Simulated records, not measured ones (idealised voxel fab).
Process module heading - voxel transistor to metal
The width of the displayed cross-section, cut, is 290 nm; its cells are square, with a size of 5 nm.
For the purposes of this document, a cross-section shall be understood as a grid of square cells, specified as bands listed in top-to-bottom order, each band consisting of one or more rows of cells. Heights first: top, then bottom, in nm. Then materials, left to right, each with a width in nm. "all across" on a single material: fills the band edge to edge. "blank": empty space. Basically, 0 is our baseline, since under it the wafer straight out of the box is all one material. The bottom band has no lower end and keeps on going down, so it looks like "z 0 and below". The two numbers in a width such as "30 to 40" mark its ends across the band: the first belongs to the top row of cells, the second to the bottom row, and from each row to the next the width moves by the same amount. Key: "no change occurred" - step with no changed cell in the cross-section. Look at "Unvented internal voids" for the closed voids: empty spaces with no open path to the top, sized 8 cells or up. Each is width x height at distance, distance from the left edge, all nm. Past the settings on a step's line: simulator remark, on that step. "overlay nm" on a masked step: distance the mask lay right of its planned place, negative for left.

### Planned process steps
step 1: RECEIVE, material Si
step 2: OXIDIZE, depth nm 5
step 3: CONFORMAL_DEP, material SiN, thk nm 10
step 4: PATTERN, tone cover, mask id ACTIVE, material resist, width nm 95, pitch nm 115, thk nm 20, overlay nm 0
step 5: DIRECTIONAL_ETCH, etch materials SiN, depth nm 10
step 6: DIRECTIONAL_ETCH, etch materials SiO2, depth nm 5
step 7: DIRECTIONAL_ETCH, etch materials Si, depth nm 35
step 8: STRIP, etch materials resist
step 9: FILL_DEP, material SiO2, thk nm 10
step 10: CMP, height nm 10
step 11: SELECTIVE_ETCH, etch materials SiO2, depth nm 10
step 12: STRIP, etch materials SiN
step 13: SELECTIVE_ETCH, etch materials SiO2, depth nm 5
step 14: OXIDIZE, depth nm 5
step 15: DIRECTIONAL_DEP, material polySi, thk nm 30
step 16: DIRECTIONAL_DEP, material SiCN, thk nm 10
step 17: DIRECTIONAL_DEP, material aC, thk nm 15
step 18: PATTERN, tone cover, mask id GATE, material resist, width nm 25, pitch nm 115, thk nm 35, overlay nm 0
step 19: DIRECTIONAL_ETCH, etch materials aC, depth nm 15
step 20: STRIP, etch materials resist
step 21: DIRECTIONAL_ETCH, etch materials SiCN, depth nm 20
step 22: DIRECTIONAL_ETCH, etch materials polySi, depth nm 40
step 23: STRIP, etch materials aC
step 24: CONFORMAL_DEP, material SiO2, thk nm 5
step 25: DIRECTIONAL_ETCH, etch materials SiO2, depth nm 5
step 26: CONFORMAL_DEP, material SiN, thk nm 10
step 27: DIRECTIONAL_ETCH, etch materials SiN, depth nm 10
step 28: DIRECTIONAL_ETCH, etch materials SiO2, depth nm 5
step 29: DIRECTIONAL_ETCH, etch materials Si, depth nm 15
step 30: EPI, material nSi, thk nm 20
step 31: FILL_DEP, material SiO2, thk nm 10
step 32: CMP, height nm 25
step 33: STRIP, etch materials polySi
step 34: SELECTIVE_ETCH, etch materials SiO2, depth nm 5
step 35: CONFORMAL_DEP, material HfO2, thk nm 5
step 36: CONFORMAL_DEP, material TiN, thk nm 5
step 37: FILL_DEP, material W, thk nm 5
step 38: CMP, height nm 20
step 39: DIRECTIONAL_DEP, material SiO2, thk nm 10
step 40: PATTERN, tone open, mask id CONTACT, material resist, width nm 15, thk nm 15, overlay nm 0
step 41: DIRECTIONAL_ETCH, etch materials SiO2, depth nm 20
step 42: STRIP, etch materials resist
step 43: CONFORMAL_DEP, material TiN, thk nm 5
step 44: FILL_DEP, material W, thk nm 5
step 45: CMP, height nm 30
step 46: CONFORMAL_DEP, material SiN, thk nm 5
step 47: DIRECTIONAL_DEP, material lowk, thk nm 20
step 48: MASKED_ETCH, tone open, mask id METAL_1, width nm 15, etch materials lowk, depth nm 20, overlay nm 0
step 49: MASKED_ETCH, tone open, mask id METAL_1, width nm 15, etch materials SiN, depth nm 5, overlay nm 0
step 50: CONFORMAL_DEP, material TiN, thk nm 5
step 51: FILL_DEP, material Ru, thk nm 10
step 52: CMP, height nm 55
step 53: CONFORMAL_DEP, material SiCN, thk nm 5
step 54: DIRECTIONAL_DEP, material lowk, thk nm 25
step 55: PATTERN, tone open, mask id METAL_2, material resist, width nm 15, pitch nm 115, thk nm 15, overlay nm 0
step 56: DIRECTIONAL_ETCH, etch materials lowk, depth nm 15
step 57: STRIP, etch materials resist
step 58: DIRECTIONAL_DEP, material aC, thk nm 15
step 59: PATTERN, tone open, mask id METAL_2_HOLES, material resist, width nm 15, pitch nm 115, thk nm 30, overlay nm 0
step 60: DIRECTIONAL_ETCH, etch materials aC, depth nm 15
step 61: STRIP, etch materials resist
step 62: DIRECTIONAL_ETCH, etch materials lowk, depth nm 10
step 63: DIRECTIONAL_ETCH, etch materials SiCN, depth nm 5
step 64: STRIP, etch materials aC
step 65: CONFORMAL_DEP, material TiN, thk nm 5
step 66: FILL_DEP, material Ru, thk nm 5
step 67: CMP, height nm 85
step 68: CONFORMAL_DEP, material SiCN, thk nm 5

### This is the cross-section of the wafer as we received it, i.e. after step 1
  z 0 and below = Si all across
  Unvented internal voids: none

### a wafer at the end: this start, this plan, one mistake
  z 90 to 85 = SiCN all across
  z 85 to 60 = lowk=45, TiN=5, Ru=5, TiN=5, lowk=100, TiN=5, Ru=5, TiN=5, lowk=115
  z 60 to 55 = SiCN=45, TiN=15, SiCN=100, TiN=15, SiCN=115
  z 55 to 35 = lowk=45, TiN=5, Ru=5, TiN=5, lowk=55, TiN=5, Ru=5, TiN=5, lowk=30, TiN=5, Ru=5, TiN=5, lowk=55, TiN=5, Ru=5, TiN=5, lowk=45
  z 35 to 30 = SiN=45, TiN=15, SiN=55, TiN=15, SiN=30, TiN=15, SiN=55, TiN=15, SiN=45
  z 30 to 20 = SiO2=45, TiN=5, W=5, TiN=5, SiO2=55, TiN=5, W=5, TiN=5, SiO2=30, TiN=5, W=5, TiN=5, SiO2=55, TiN=5, W=5, TiN=5, SiO2=45
  z 20 to 15 = SiO2=45, TiN=5, W=5, TiN=5, SiN=10, HfO2=5, TiN=5, W=15, TiN=5, HfO2=5, SiN=10, TiN=5, W=5, TiN=5, SiO2=30, TiN=5, W=5, TiN=5, SiN=10, HfO2=5, TiN=5, W=15, TiN=5, HfO2=5, SiN=10, TiN=5, W=5, TiN=5, SiO2=45
  z 15 to 10 = SiO2=45, TiN=15, SiN=10, HfO2=5, TiN=5, W=15, TiN=5, HfO2=5, SiN=10, TiN=15, SiO2=30, TiN=15, SiN=10, HfO2=5, TiN=5, W=15, TiN=5, HfO2=5, SiN=10, TiN=15, SiO2=45
  z 10 to 0 = SiO2=40, nSi=20, SiN=10, HfO2=5, TiN=5, W=15, TiN=5, HfO2=5, SiN=10, nSi=20, SiO2=20, nSi=20, SiN=10, HfO2=5, TiN=5, W=15, TiN=5, HfO2=5, SiN=10, nSi=20, SiO2=40
  z 0 to -5 = SiO2=40, nSi=20, SiN=10, HfO2=5, TiN=25, HfO2=5, SiN=10, nSi=20, SiO2=20, nSi=20, SiN=10, HfO2=5, TiN=25, HfO2=5, SiN=10, nSi=20, SiO2=40
  z -5 to -10 = SiO2=35, nSi=25, SiO2=10, HfO2=35, SiO2=10, nSi=25, SiO2=10, nSi=25, SiO2=10, HfO2=35, SiO2=10, nSi=25, SiO2=35
  z -10 to -25 = SiO2=40, nSi=20, Si=55, nSi=20, SiO2=20, nSi=20, Si=55, nSi=20, SiO2=40
  z -25 to -75 = SiO2=40, Si=95, SiO2=20, Si=95, SiO2=40
  z -75 and below = Si all across
  Unvented internal voids: none
What was the processing mistake? yeah, plan step 7 got run twice
